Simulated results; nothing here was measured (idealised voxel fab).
process module | voxel wiring stack
Displayed cross-section: cut, width of 230 nm, square cells sized 5 nm.
The cross-sections in this document take the form of a grid made of square cells. They are written out as bands, in order from top to bottom. Each band consists of one or more rows of cells. For a band, the entry starts with two heights in nm, that of the top and then that of the bottom, and carries on with the band's materials in order from left to right, each alongside its width in nm; the word "throughout" beside a single material means it fills the band edge to edge, and "blank" means empty space. Measure heights from 0. That's the level where, below it, the as-received wafer is all one material. The lowest band is bottomless and extends downward; write it as in "from 0 down". Top row gets the first number, bottom row gets the second, and each row in between changes by the same step: that is how a band width like "30 to 40" works. "no change" (step): cross-section cells unchanged, all of them. Entry "Enclosed internal voids" = empty spaces >= 8 cells with no open way to the top; each as width x height at distance, distance from left edge, all nm. On a step's line, text after the settings is the simulator commenting on that step. The optional step-line setting "overlay nm" applies to steps with a mask and quantifies how far to the right of its planned location the mask lay, a negative value indicating leftward placement.
SO HERE'S THE LINEUP OF PROCESS STEPS WE PLANNED
- 1: RECEIVE | material Si
- 2: CONFORMAL_DEP | material SiO2 | thk nm 10
- 3: DIRECTIONAL_DEP | material TiN | thk nm 5
- 4: DIRECTIONAL_DEP | material W | thk nm 25
- 5: DIRECTIONAL_DEP | material aC | thk nm 15
- 6: PATTERN | tone cover | mask id METAL_1 | material resist | width nm 20 | pitch nm 45 | thk nm 35 | overlay nm 0
- 7: DIRECTIONAL_ETCH | etch materials aC | depth nm 15
- 8: STRIP | etch materials resist
- 9: DIRECTIONAL_ETCH | etch materials W | depth nm 25
- 10: DIRECTIONAL_ETCH | etch materials TiN | depth nm 5
- 11: STRIP | etch materials aC
- 12: CONFORMAL_DEP | material SiCN | thk nm 5
- 13: FILL_DEP | material lowk | thk nm 5
- 14: CMP | height nm 40
- 15: CONFORMAL_DEP | material SiCN | thk nm 5
- 16: DIRECTIONAL_DEP | material SiO2 | thk nm 25
- 17: MASKED_ETCH | tone open | mask id METAL_2 | width nm 20 | pitch nm 45 | etch materials SiO2 | depth nm 15 | overlay nm 0
- 18: PATTERN | tone open | mask id METAL_2_HOLES | material resist | width nm 15 | pitch nm 90 | thk nm 15 | overlay nm 0
- 19: DIRECTIONAL_ETCH | etch materials SiO2 | depth nm 10
- 20: DIRECTIONAL_ETCH | etch materials SiCN | depth nm 5
- 21: STRIP | etch materials resist
- 22: CONFORMAL_DEP | material TiN | thk nm 5
- 23: FILL_DEP | material Cu | thk nm 5
- 24: CMP | height nm 70
- 25: CONFORMAL_DEP | material SiCN | thk nm 5
SO, THE FIRST OF OUR TWO WAFERS, RUN JUST AS WE PLANNED IT
INCOMING WAFER IN CROSS-SECTION (STATE: AFTER STEP 1)
  from 0 down  Si throughout
  Enclosed internal voids: none
PRESENTED HERE IS A CROSS-SECTION OF THE WAFER AFTER STEP 2 HAS BEEN PERFORMED
  from 10 to 0  SiO2 throughout
  At heights below 0, the structure remains unaltered.
PRESENTED HERE IS A CROSS-SECTION OF THE WAFER AFTER STEP 3 HAS BEEN PERFORMED
  from 15 to 10  TiN throughout
  At heights below 10, the structure remains unaltered.
PRESENTED HERE IS A CROSS-SECTION OF THE WAFER AFTER STEP 4 HAS BEEN PERFORMED
  from 40 to 15  W throughout
  At heights below 15, the structure remains unaltered.
PRESENTED HERE IS A CROSS-SECTION OF THE WAFER AFTER STEP 5 HAS BEEN PERFORMED
  from 55 to 40  aC throughout
  At heights below 40, the structure remains unaltered.
PRESENTED HERE IS A CROSS-SECTION OF THE WAFER AFTER STEP 6 HAS BEEN PERFORMED
  from 90 to 55  35 of blank  20 of resist  25 of blank  20 of resist  25 of blank  20 of resist  25 of blank  20 of resist  40 of blank
  At heights below 55, the structure remains unaltered.
PRESENTED HERE IS A CROSS-SECTION OF THE WAFER AFTER STEP 7 HAS BEEN PERFORMED
  from 75 to 55  35 of blank  20 of resist  25 of blank  20 of resist  25 of blank  20 of resist  25 of blank  20 of resist  40 of blank
  from 55 to 40  35 of blank  20 of aC  25 of blank  20 of aC  25 of blank  20 of aC  25 of blank  20 of aC  40 of blank
  At heights below 40, the structure remains unaltered.
PRESENTED HERE IS A CROSS-SECTION OF THE WAFER AFTER STEP 8 HAS BEEN PERFORMED
  from 55 to 40  35 of blank  20 of aC  25 of blank  20 of aC  25 of blank  20 of aC  25 of blank  20 of aC  40 of blank
  At heights below 40, the structure remains unaltered.
PRESENTED HERE IS A CROSS-SECTION OF THE WAFER AFTER STEP 9 HAS BEEN PERFORMED
  from 55 to 40  35 of blank  20 of aC  25 of blank  20 of aC  25 of blank  20 of aC  25 of blank  20 of aC  40 of blank
  from 40 to 15  35 of blank  20 of W  25 of blank  20 of W  25 of blank  20 of W  25 of blank  20 of W  40 of blank
  At heights below 15, the structure remains unaltered.
PRESENTED HERE IS A CROSS-SECTION OF THE WAFER AFTER STEP 10 HAS BEEN PERFORMED
  from 55 to 40  35 of blank  20 of aC  25 of blank  20 of aC  25 of blank  20 of aC  25 of blank  20 of aC  40 of blank
  from 40 to 15  35 of blank  20 of W  25 of blank  20 of W  25 of blank  20 of W  25 of blank  20 of W  40 of blank
  from 15 to 10  35 of blank  20 of TiN  25 of blank  20 of TiN  25 of blank  20 of TiN  25 of blank  20 of TiN  40 of blank
  At heights below 10, the structure remains unaltered.
PRESENTED HERE IS A CROSS-SECTION OF THE WAFER AFTER STEP 11 HAS BEEN PERFORMED
  from 40 to 15  35 of blank  20 of W  25 of blank  20 of W  25 of blank  20 of W  25 of blank  20 of W  40 of blank
  At heights below 15, the structure remains unaltered.
PRESENTED HERE IS A CROSS-SECTION OF THE WAFER AFTER STEP 12 HAS BEEN PERFORMED
  from 45 to 40  30 of blank  30 of SiCN  15 of blank  30 of SiCN  15 of blank  30 of SiCN  15 of blank  30 of SiCN  35 of blank
  from 40 to 15  30 of blank  5 of SiCN  20 of W  5 of SiCN  15 of blank  5 of SiCN  20 of W  5 of SiCN  15 of blank  5 of SiCN  20 of W  5 of SiCN  15 of blank  5 of SiCN  20 of W  5 of SiCN  35 of blank
  from 15 to 10  35 of SiCN  20 of TiN  25 of SiCN  20 of TiN  25 of SiCN  20 of TiN  25 of SiCN  20 of TiN  40 of SiCN
  At heights below 10, the structure remains unaltered.
PRESENTED HERE IS A CROSS-SECTION OF THE WAFER AFTER STEP 13 HAS BEEN PERFORMED
  from 50 to 45  lowk throughout
  from 45 to 40  30 of lowk  30 of SiCN  15 of lowk  30 of SiCN  15 of lowk  30 of SiCN  15 of lowk  30 of SiCN  35 of lowk
  from 40 to 15  30 of lowk  5 of SiCN  20 of W  5 of SiCN  15 of lowk  5 of SiCN  20 of W  5 of SiCN  15 of lowk  5 of SiCN  20 of W  5 of SiCN  15 of lowk  5 of SiCN  20 of W  5 of SiCN  35 of lowk
  At heights below 15, the structure remains unaltered.
PRESENTED HERE IS A CROSS-SECTION OF THE WAFER AFTER STEP 14 HAS BEEN PERFORMED
  from 40 to 15  30 of lowk  5 of SiCN  20 of W  5 of SiCN  15 of lowk  5 of SiCN  20 of W  5 of SiCN  15 of lowk  5 of SiCN  20 of W  5 of SiCN  15 of lowk  5 of SiCN  20 of W  5 of SiCN  35 of lowk
  At heights below 15, the structure remains unaltered.
PRESENTED HERE IS A CROSS-SECTION OF THE WAFER AFTER STEP 15 HAS BEEN PERFORMED
  from 45 to 40  SiCN throughout
  At heights below 40, the structure remains unaltered.
PRESENTED HERE IS A CROSS-SECTION OF THE WAFER AFTER STEP 16 HAS BEEN PERFORMED
  from 70 to 45  SiO2 throughout
  At heights below 45, the structure remains unaltered.
PRESENTED HERE IS A CROSS-SECTION OF THE WAFER AFTER STEP 17 HAS BEEN PERFORMED
  from 70 to 55  35 of SiO2  20 of blank  25 of SiO2  20 of blank  25 of SiO2  20 of blank  25 of SiO2  20 of blank  40 of SiO2
  At heights below 55, the structure remains unaltered.
PRESENTED HERE IS A CROSS-SECTION OF THE WAFER AFTER STEP 18 HAS BEEN PERFORMED
  from 85 to 70  35 of resist  15 of blank  75 of resist  15 of blank  90 of resist
  from 70 to 55  35 of SiO2  15 of blank  5 of resist  25 of SiO2  20 of resist  25 of SiO2  15 of blank  5 of resist  25 of SiO2  20 of resist  40 of SiO2
  At heights below 55, the structure remains unaltered.
PRESENTED HERE IS A CROSS-SECTION OF THE WAFER AFTER STEP 19 HAS BEEN PERFORMED
  from 85 to 70  35 of resist  15 of blank  75 of resist  15 of blank  90 of resist
  from 70 to 55  35 of SiO2  15 of blank  5 of resist  25 of SiO2  20 of resist  25 of SiO2  15 of blank  5 of resist  25 of SiO2  20 of resist  40 of SiO2
  from 55 to 45  35 of SiO2  15 of blank  75 of SiO2  15 of blank  90 of SiO2
  At heights below 45, the structure remains unaltered.
PRESENTED HERE IS A CROSS-SECTION OF THE WAFER AFTER STEP 20 HAS BEEN PERFORMED
  from 85 to 70  35 of resist  15 of blank  75 of resist  15 of blank  90 of resist
  from 70 to 55  35 of SiO2  15 of blank  5 of resist  25 of SiO2  20 of resist  25 of SiO2  15 of blank  5 of resist  25 of SiO2  20 of resist  40 of SiO2
  from 55 to 45  35 of SiO2  15 of blank  75 of SiO2  15 of blank  90 of SiO2
  from 45 to 40  35 of SiCN  15 of blank  75 of SiCN  15 of blank  90 of SiCN
  At heights below 40, the structure remains unaltered.
PRESENTED HERE IS A CROSS-SECTION OF THE WAFER AFTER STEP 21 HAS BEEN PERFORMED
  from 70 to 55  35 of SiO2  20 of blank  25 of SiO2  20 of blank  25 of SiO2  20 of blank  25 of SiO2  20 of blank  40 of SiO2
  At heights below 55, the structure remains unaltered.
PRESENTED HERE IS A CROSS-SECTION OF THE WAFER AFTER STEP 22 HAS BEEN PERFORMED
  from 75 to 70  40 of TiN  10 of blank  35 of TiN  10 of blank  35 of TiN  10 of blank  35 of TiN  10 of blank  45 of TiN
  from 70 to 60  35 of SiO2  5 of TiN  10 of blank  5 of TiN  25 of SiO2  5 of TiN  10 of blank  5 of TiN  25 of SiO2  5 of TiN  10 of blank  5 of TiN  25 of SiO2  5 of TiN  10 of blank  5 of TiN  40 of SiO2
  from 60 to 55  35 of SiO2  5 of TiN  5 of blank  10 of TiN  25 of SiO2  20 of TiN  25 of SiO2  5 of TiN  5 of blank  10 of TiN  25 of SiO2  20 of TiN  40 of SiO2
  from 55 to 45  35 of SiO2  5 of TiN  5 of blank  5 of TiN  75 of SiO2  5 of TiN  5 of blank  5 of TiN  90 of SiO2
  from 45 to 40  35 of SiCN  15 of TiN  75 of SiCN  15 of TiN  90 of SiCN
  At heights below 40, the structure remains unaltered.
PRESENTED HERE IS A CROSS-SECTION OF THE WAFER AFTER STEP 23 HAS BEEN PERFORMED
  from 80 to 75  Cu throughout
  from 75 to 70  40 of TiN  10 of Cu  35 of TiN  10 of Cu  35 of TiN  10 of Cu  35 of TiN  10 of Cu  45 of TiN
  from 70 to 60  35 of SiO2  5 of TiN  10 of Cu  5 of TiN  25 of SiO2  5 of TiN  10 of Cu  5 of TiN  25 of SiO2  5 of TiN  10 of Cu  5 of TiN  25 of SiO2  5 of TiN  10 of Cu  5 of TiN  40 of SiO2
  from 60 to 55  35 of SiO2  5 of TiN  5 of Cu  10 of TiN  25 of SiO2  20 of TiN  25 of SiO2  5 of TiN  5 of Cu  10 of TiN  25 of SiO2  20 of TiN  40 of SiO2
  from 55 to 45  35 of SiO2  5 of TiN  5 of Cu  5 of TiN  75 of SiO2  5 of TiN  5 of Cu  5 of TiN  90 of SiO2
  At heights below 45, the structure remains unaltered.
PRESENTED HERE IS A CROSS-SECTION OF THE WAFER AFTER STEP 24 HAS BEEN PERFORMED
  from 70 to 60  35 of SiO2  5 of TiN  10 of Cu  5 of TiN  25 of SiO2  5 of TiN  10 of Cu  5 of TiN  25 of SiO2  5 of TiN  10 of Cu  5 of TiN  25 of SiO2  5 of TiN  10 of Cu  5 of TiN  40 of SiO2
  At heights below 60, the structure remains unaltered.
PRESENTED HERE IS A CROSS-SECTION OF THE WAFER AFTER STEP 25 HAS BEEN PERFORMED
  from 75 to 70  SiCN throughout
  At heights below 70, the structure remains unaltered.
NOW THE OTHER WAFER: SAME START, SAME RECIPE, BUT WE MESSED UP ONE THING WHEN RUNNING IT. UP TO AND INCLUDING STEP 16 IT'S THE SAME AS THE FIRST ONE
PLANNED END OF STEP 17: SECOND WAFER, CROSS-SECTION
  from 70 to 55  35 of blank  20 of SiO2  25 of blank  20 of SiO2  25 of blank  20 of SiO2  25 of blank  20 of SiO2  40 of blank
  At heights below 55, the structure remains unaltered.
PLANNED END OF STEP 18: SECOND WAFER, CROSS-SECTION
  from 85 to 70  35 of resist  15 of blank  75 of resist  15 of blank  90 of resist
  from 70 to 55  35 of resist  20 of SiO2  25 of resist  20 of SiO2  25 of resist  20 of SiO2  25 of resist  20 of SiO2  40 of resist
  At heights below 55, the structure remains unaltered.
PLANNED END OF STEP 19: SECOND WAFER, CROSS-SECTION
  from 85 to 70  35 of resist  15 of blank  75 of resist  15 of blank  90 of resist
  from 70 to 60  35 of resist  15 of blank  5 of SiO2  25 of resist  20 of SiO2  25 of resist  15 of blank  5 of SiO2  25 of resist  20 of SiO2  40 of resist
  At heights below 60, the structure remains unaltered.
Planned end of step 20: second wafer, cross-section: no change
PLANNED END OF STEP 21: SECOND WAFER, CROSS-SECTION
  from 70 to 60  50 of blank  5 of SiO2  25 of blank  20 of SiO2  40 of blank  5 of SiO2  25 of blank  20 of SiO2  40 of blank
  from 60 to 55  35 of blank  20 of SiO2  25 of blank  20 of SiO2  25 of blank  20 of SiO2  25 of blank  20 of SiO2  40 of blank
  At heights below 55, the structure remains unaltered.
PLANNED END OF STEP 22: SECOND WAFER, CROSS-SECTION
  from 75 to 70  45 of blank  15 of TiN  15 of blank  30 of TiN  30 of blank  15 of TiN  15 of blank  30 of TiN  35 of blank
  from 70 to 60  45 to 30 of blank  5 to 20 of TiN  5 of SiO2  5 of TiN  15 of blank  5 of TiN  20 of SiO2  5 of TiN  30 to 15 of blank  5 to 20 of TiN  5 of SiO2  5 of TiN  15 of blank  5 of TiN  20 of SiO2  5 of TiN  35 of blank
  from 60 to 55  35 of TiN  20 of SiO2  25 of TiN  20 of SiO2  25 of TiN  20 of SiO2  25 of TiN  20 of SiO2  40 of TiN
  At heights below 55, the structure remains unaltered.
PLANNED END OF STEP 23: SECOND WAFER, CROSS-SECTION
  from 80 to 75  Cu throughout
  from 75 to 70  45 of Cu  15 of TiN  15 of Cu  30 of TiN  30 of Cu  15 of TiN  15 of Cu  30 of TiN  35 of Cu
  from 70 to 60  45 to 30 of Cu  5 to 20 of TiN  5 of SiO2  5 of TiN  15 of Cu  5 of TiN  20 of SiO2  5 of TiN  30 to 15 of Cu  5 to 20 of TiN  5 of SiO2  5 of TiN  15 of Cu  5 of TiN  20 of SiO2  5 of TiN  35 of Cu
  At heights below 60, the structure remains unaltered.
PLANNED END OF STEP 24: SECOND WAFER, CROSS-SECTION
  from 70 to 60  45 to 30 of Cu  5 to 20 of TiN  5 of SiO2  5 of TiN  15 of Cu  5 of TiN  20 of SiO2  5 of TiN  30 to 15 of Cu  5 to 20 of TiN  5 of SiO2  5 of TiN  15 of Cu  5 of TiN  20 of SiO2  5 of TiN  35 of Cu
  At heights below 60, the structure remains unaltered.
PLANNED END OF STEP 25: SECOND WAFER, CROSS-SECTION
  from 75 to 70  SiCN throughout
  At heights below 70, the structure remains unaltered.
what went wrong: it should be noted that step 17 was executed with settings other than those planned, the operation and settings actually applied being MASKED_ETCH | tone cover | mask id METAL_2 | width nm 20 | pitch nm 45 | etch materials SiO2 | depth nm 15 | overlay nm 0
At the finish, the second wafer shows more or fewer cells for some materials than the first does: +28 Cu; +6 SiCN; -42 SiO2; +8 TiN
